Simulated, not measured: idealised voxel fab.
Documented hereafter: the process module known as voxel ribs on slabs.
Shown is cross-section cut, with a width of 250 nm and square cells of size 5 nm.
For the purposes of this document, a cross-section shall be understood as a grid of square cells, specified as bands listed in top-to-bottom order, each band consisting of one or more rows of cells.
Band: top and bottom heights (nm) first, top before bottom; then materials from left to right, widths in nm. "full width" marks a sole material filling the band edge to edge. "blank" denotes empty space.
Beneath 0, the wafer as received is one material, and that level is where height counting begins. The lowest band goes on downward without a bottom; it is written like "from 0 down".
Width "30..40": first value at the band's top row of cells, second value at its bottom row, equal change from row to row.
No cell of the cross-section changed in a step that is given as "no alteration".
Heads up: "Enclosed empty spaces" only lists the empty pockets with no open path to the top that are 8 cells or more, and it writes them as width x height at distance, distance from the left edge, in nm.
On a step's line, text after the settings is the simulator commenting on that step.
Steps that use a mask can have "overlay nm" on their line. It says how far the mask sat to the right of where it was meant to be. Negative means to the left.

Planned step list for the process
| 1 | RECEIVE | material Si |
| 2 | DIRECTIONAL_DEP | material SiO2 | thk nm 20 |
| 3 | DIRECTIONAL_DEP | material polySi | thk nm 25 |
| 4 | MASKED_ETCH | tone cover | mask id RIB | width nm 20 | etch materials polySi | depth nm 10 | overlay nm 0 |
| 5 | PATTERN | tone cover | mask id SLAB | material resist | width nm 70 | thk nm 15 | overlay nm 0 |
| 6 | DIRECTIONAL_ETCH | etch materials polySi | depth nm 15 |
| 7 | STRIP | etch materials resist |
| 8 | FILL_DEP | material SiO2 | thk nm 20 |
| 9 | CMP | height nm 55 |
| 10 | DIRECTIONAL_DEP | material W | thk nm 5 |
| 11 | DIRECTIONAL_DEP | material aC | thk nm 10 |
| 12 | PATTERN | tone cover | mask id HEATER | material resist | width nm 30 | thk nm 25 | overlay nm 0 |
| 13 | DIRECTIONAL_ETCH | etch materials aC | depth nm 10 |
| 14 | STRIP | etch materials resist |
| 15 | DIRECTIONAL_ETCH | etch materials W | depth nm 5 |
| 16 | STRIP | etch materials aC |
| 17 | CONFORMAL_DEP | material SiN | thk nm 5 |

Concerning the first of two wafers, which was run in accordance with the plan

Step 1 complete: cross-section of the wafer as received
    from 0 down | Si full width
    Enclosed empty spaces: none

Step 2 complete: cross-section through the wafer
    from 20 to 0 | SiO2 full width
    Below 0, no change.

Step 3 complete: cross-section through the wafer
    from 45 to 20 | polySi full width
    Below 20, no change.

Step 4 complete: cross-section through the wafer
    from 45 to 35 | blank 115 nm, polySi 20 nm, blank 115 nm
    Below 35, no change.

Step 5 complete: cross-section through the wafer
    from 60 to 45 | blank 90 nm, resist 70 nm, blank 90 nm
    from 45 to 35 | blank 90 nm, resist 25 nm, polySi 20 nm, resist 25 nm, blank 90 nm
    Below 35, no change.

Step 6 complete: cross-section through the wafer
    from 60 to 45 | blank 90 nm, resist 70 nm, blank 90 nm
    from 45 to 35 | blank 90 nm, resist 25 nm, polySi 20 nm, resist 25 nm, blank 90 nm
    from 35 to 20 | blank 90 nm, polySi 70 nm, blank 90 nm
    Below 20, no change.

Step 7 complete: cross-section through the wafer
    from 45 to 35 | blank 115 nm, polySi 20 nm, blank 115 nm
    Below 35, no change.

Step 8 complete: cross-section through the wafer
    from 65 to 45 | SiO2 full width
    from 45 to 35 | SiO2 115 nm, polySi 20 nm, SiO2 115 nm
    from 35 to 20 | SiO2 90 nm, polySi 70 nm, SiO2 90 nm
    Below 20, no change.

Step 9 complete: cross-section through the wafer
    from 55 to 45 | SiO2 full width
    Below 45, no change.

Step 10 complete: cross-section through the wafer
    from 60 to 55 | W full width
    Below 55, no change.

Step 11 complete: cross-section through the wafer
    from 70 to 60 | aC full width
    Below 60, no change.

Step 12 complete: cross-section through the wafer
    from 95 to 70 | blank 110 nm, resist 30 nm, blank 110 nm
    Below 70, no change.

Step 13 complete: cross-section through the wafer
    from 85 to 70 | blank 110 nm, resist 30 nm, blank 110 nm
    from 70 to 60 | blank 110 nm, aC 30 nm, blank 110 nm
    Below 60, no change.

Step 14 complete: cross-section through the wafer
    from 70 to 60 | blank 110 nm, aC 30 nm, blank 110 nm
    Below 60, no change.

Step 15 complete: cross-section through the wafer
    from 70 to 60 | blank 110 nm, aC 30 nm, blank 110 nm
    from 60 to 55 | blank 110 nm, W 30 nm, blank 110 nm
    Below 55, no change.

Step 16 complete: cross-section through the wafer
    from 60 to 55 | blank 110 nm, W 30 nm, blank 110 nm
    Below 55, no change.

Step 17 complete: cross-section through the wafer
    from 65 to 60 | blank 105 nm, SiN 40 nm, blank 105 nm
    from 60 to 55 | SiN 110 nm, W 30 nm, SiN 110 nm
    Below 55, no change.

Second wafer - shared start and plan with the first - one error in running - same as the first up to step 2 inclusive

Cross-section of the second wafer at the time step 3 of the plan should have ended
    from 70 to 20 | polySi full width
    Below 20, no change.

Cross-section of the second wafer at the time step 4 of the plan should have ended
    from 70 to 60 | blank 115 nm, polySi 20 nm, blank 115 nm
    Below 60, no change.

Cross-section of the second wafer at the time step 5 of the plan should have ended
    from 85 to 70 | blank 90 nm, resist 70 nm, blank 90 nm
    from 70 to 60 | blank 90 nm, resist 25 nm, polySi 20 nm, resist 25 nm, blank 90 nm
    Below 60, no change.

Cross-section of the second wafer at the time step 6 of the plan should have ended
    from 85 to 70 | blank 90 nm, resist 70 nm, blank 90 nm
    from 70 to 60 | blank 90 nm, resist 25 nm, polySi 20 nm, resist 25 nm, blank 90 nm
    from 60 to 45 | blank 90 nm, polySi 70 nm, blank 90 nm
    Below 45, no change.

Cross-section of the second wafer at the time step 7 of the plan should have ended
    from 70 to 60 | blank 115 nm, polySi 20 nm, blank 115 nm
    Below 60, no change.

Cross-section of the second wafer at the time step 8 of the plan should have ended
    from 90 to 70 | SiO2 full width
    from 70 to 60 | SiO2 115 nm, polySi 20 nm, SiO2 115 nm
    from 60 to 45 | SiO2 90 nm, polySi 70 nm, SiO2 90 nm
    Below 45, no change.

Cross-section of the second wafer at the time step 9 of the plan should have ended
    from 55 to 45 | SiO2 90 nm, polySi 70 nm, SiO2 90 nm
    Below 45, no change.

Cross-section of the second wafer at the time step 10 of the plan should have ended
    from 60 to 55 | W full width
    Below 55, no change.

Cross-section of the second wafer at the time step 11 of the plan should have ended
    from 70 to 60 | aC full width
    Below 60, no change.

Cross-section of the second wafer at the time step 12 of the plan should have ended
    from 95 to 70 | blank 110 nm, resist 30 nm, blank 110 nm
    Below 70, no change.

Cross-section of the second wafer at the time step 13 of the plan should have ended
    from 85 to 70 | blank 110 nm, resist 30 nm, blank 110 nm
    from 70 to 60 | blank 110 nm, aC 30 nm, blank 110 nm
    Below 60, no change.

Cross-section of the second wafer at the time step 14 of the plan should have ended
    from 70 to 60 | blank 110 nm, aC 30 nm, blank 110 nm
    Below 60, no change.

Cross-section of the second wafer at the time step 15 of the plan should have ended
    from 70 to 60 | blank 110 nm, aC 30 nm, blank 110 nm
    from 60 to 55 | blank 110 nm, W 30 nm, blank 110 nm
    Below 55, no change.

Cross-section of the second wafer at the time step 16 of the plan should have ended
    from 60 to 55 | blank 110 nm, W 30 nm, blank 110 nm
    Below 55, no change.

Cross-section of the second wafer at the time step 17 of the plan should have ended
    from 65 to 60 | blank 105 nm, SiN 40 nm, blank 105 nm
    from 60 to 55 | SiN 110 nm, W 30 nm, SiN 110 nm
    Below 55, no change.
Heads up, the wafer didn't run the way we planned it: yeah, plan step 3 got run twice
Once processing is complete, comparing cell counts shows that the second wafer has more or fewer of certain materials than the first: -228 SiO2, +228 polySi
